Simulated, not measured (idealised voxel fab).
process module | voxel released beams
cross-section cut | 195 nm wide | cells 5 nm
A cross-section is a grid of square cells, given in bands from the top down. A band is one or more rows of cells.
Each band's line starts with the height of the band's top and of its bottom, in nm. Then come its materials from left to right, each with its width in nm. One material with "throughout" fills the band from edge to edge. "air" is empty space.
Height 0 is the level under which the wafer as received is all one material. The lowest band goes on downwards, as in "0 down".
A width such as "30 to 40" changes by the same amount from each row of cells to the next, from the band's top row to its bottom row.
"no change" after a step means that no cell of the cross-section changed.
closed voids: empty space of 8 cells or more with no open way to the top, each as width x height at its distance from the left edge, in nm
after a step's settings: what the simulator itself notes on the step
overlay nm, on a step with a mask: how far to the right of its planned place the mask lay; to the left if negative
plan
1 op RECEIVE | material Si
2 op CONFORMAL_DEP | material SiN | thk nm 10
3 op DIRECTIONAL_DEP | material SiO2 | thk nm 10
4 op DIRECTIONAL_DEP | material aC | thk nm 10
5 op PATTERN | tone open | mask id ANCHOR | material resist | width nm 45 | thk nm 25 | overlay nm 0
6 op DIRECTIONAL_ETCH | etch materials aC | depth nm 10
7 op STRIP | etch materials resist
8 op DIRECTIONAL_ETCH | etch materials SiO2 | depth nm 10
9 op STRIP | etch materials aC
10 op CONFORMAL_DEP | material polySi | thk nm 15
11 op DIRECTIONAL_DEP | material aC | thk nm 15
12 op PATTERN | tone cover | mask id BEAM | material resist | width nm 100 | thk nm 30 | overlay nm 0
13 op DIRECTIONAL_ETCH | etch materials aC | depth nm 15
14 op STRIP | etch materials resist
15 op DIRECTIONAL_ETCH | etch materials polySi | depth nm 15
16 op STRIP | etch materials aC
17 op STRIP | etch materials SiO2
as received, after step 1
  0 down: Si throughout
  closed voids: none
a wafer at the end: this start, this plan, one mistake
  35 to 25: air 45 | polySi 65 | air 85
  25 to 20: air 45 | polySi 100 | air 50
  20 to 10: air 35 | polySi 15 | SiO2 45 | polySi 50 | air 50
  10 to 0: SiN throughout
  0 down: Si throughout
  closed voids: none
what went wrong: step 5 ran as: op PATTERN | tone cover | mask id ANCHOR | material resist | width nm 45 | thk nm 25 | overlay nm 0
